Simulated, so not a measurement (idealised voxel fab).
Documented hereafter: the process module known as voxel ribs on slabs.
Pictured: cross-section cut, 185 nm wide, on a grid of 5 nm square cells.
Format of a cross-section: grid, square cells. Given as bands. Order: top down. Band: one or more rows of cells.
Band entry format. Leading values: height of top, height of bottom, nm. Remainder: materials in left-to-right order, each with its width in nm. Special words: "everywhere" on a single material, which then fills the band edge to edge; "blank", empty space.
Height reference: 0 = level under which incoming wafer is all one material. Lowest band: no bottom, runs on downward, e.g. "z 0 and below".
When a width is written as two numbers, as in "30->40", the first number is the width in the top row of cells of the band and the second is the width in its bottom row, and the width changes by the same amount from each row to the next.
Where a step carries "stayed the same", the cross-section came out of it unchanged, cell for cell.
You'll see "Listed closed voids" listing empty spaces that have no way open to the top, as long as they're 8 cells or more; the notation is width x height at distance, where the distance is from the left edge, and all of it is in nm.
That trailing text on a step's line, after the settings, is the simulator's own remark on the step.
overlay nm: right-of-plan distance of the mask on a masked step; negative values mean left-of-plan.

The steps planned for the process are as follows
1 RECEIVE, material Si
2 DIRECTIONAL_DEP, material SiO2, thk nm 20
3 DIRECTIONAL_DEP, material polySi, thk nm 25
4 MASKED_ETCH, tone cover, mask id RIB, width nm 30, etch materials polySi, depth nm 20, overlay nm 0
5 PATTERN, tone cover, mask id SLAB, material resist, width nm 80, thk nm 20, overlay nm 0
6 DIRECTIONAL_ETCH, etch materials polySi, depth nm 5
7 STRIP, etch materials resist
8 FILL_DEP, material SiO2, thk nm 20
9 CMP, height nm 60
10 DIRECTIONAL_DEP, material TiN, thk nm 5
11 MASKED_ETCH, tone cover, mask id HEATER, width nm 40, etch materials TiN, depth nm 5, overlay nm 0
12 CONFORMAL_DEP, material SiN, thk nm 5

First of two wafers, processed according to plan

Wafer at receipt (post step 1), cross-section
  z 0 and below = Si everywhere
  Listed closed voids: none

You're looking at a cross-section of the wafer after step 2
  z 20 to 0 = SiO2 everywhere
  No changes below 0.

You're looking at a cross-section of the wafer after step 3
  z 45 to 20 = polySi everywhere
  No changes below 20.

You're looking at a cross-section of the wafer after step 4
  z 45 to 25 = blank 75 nm; polySi 30 nm; blank 80 nm
  No changes below 25.

You're looking at a cross-section of the wafer after step 5
  z 65 to 45 = blank 50 nm; resist 80 nm; blank 55 nm
  z 45 to 25 = blank 50 nm; resist 25 nm; polySi 30 nm; resist 25 nm; blank 55 nm
  No changes below 25.

You're looking at a cross-section of the wafer after step 6
  z 65 to 45 = blank 50 nm; resist 80 nm; blank 55 nm
  z 45 to 25 = blank 50 nm; resist 25 nm; polySi 30 nm; resist 25 nm; blank 55 nm
  z 25 to 20 = blank 50 nm; polySi 80 nm; blank 55 nm
  No changes below 20.

You're looking at a cross-section of the wafer after step 7
  z 45 to 25 = blank 75 nm; polySi 30 nm; blank 80 nm
  No changes below 25.

You're looking at a cross-section of the wafer after step 8
  z 65 to 45 = SiO2 everywhere
  z 45 to 25 = SiO2 75 nm; polySi 30 nm; SiO2 80 nm
  z 25 to 20 = SiO2 50 nm; polySi 80 nm; SiO2 55 nm
  No changes below 20.

You're looking at a cross-section of the wafer after step 9
  z 60 to 45 = SiO2 everywhere
  No changes below 45.

You're looking at a cross-section of the wafer after step 10
  z 65 to 60 = TiN everywhere
  No changes below 60.

You're looking at a cross-section of the wafer after step 11
  z 65 to 60 = blank 70 nm; TiN 40 nm; blank 75 nm
  No changes below 60.

You're looking at a cross-section of the wafer after step 12
  z 70 to 65 = blank 65 nm; SiN 50 nm; blank 70 nm
  z 65 to 60 = SiN 70 nm; TiN 40 nm; SiN 75 nm
  No changes below 60.

The second wafer was prepared from the same starting point and under the same plan as the first; its processing contained one mistake, and it remains indistinguishable from the first wafer up to and including step 10

Second wafer cross-section, taken as of the time the plan sets for step 11 to be done
  z 65 to 60 = TiN 70 nm; blank 40 nm; TiN 75 nm
  No changes below 60.

Second wafer cross-section, taken as of the time the plan sets for step 12 to be done
  z 70 to 65 = SiN 75 nm; blank 30 nm; SiN 80 nm
  z 65 to 60 = TiN 70 nm; SiN 40 nm; TiN 75 nm
  No changes below 60.
Where did the run depart from the plan? step 11 ran differently from the plan; actual operation with settings: MASKED_ETCH, tone open, mask id HEATER, width nm 40, etch materials TiN, depth nm 5, overlay nm 0
Materials where the second wafer ends with more or fewer cells than the first: +21 TiN
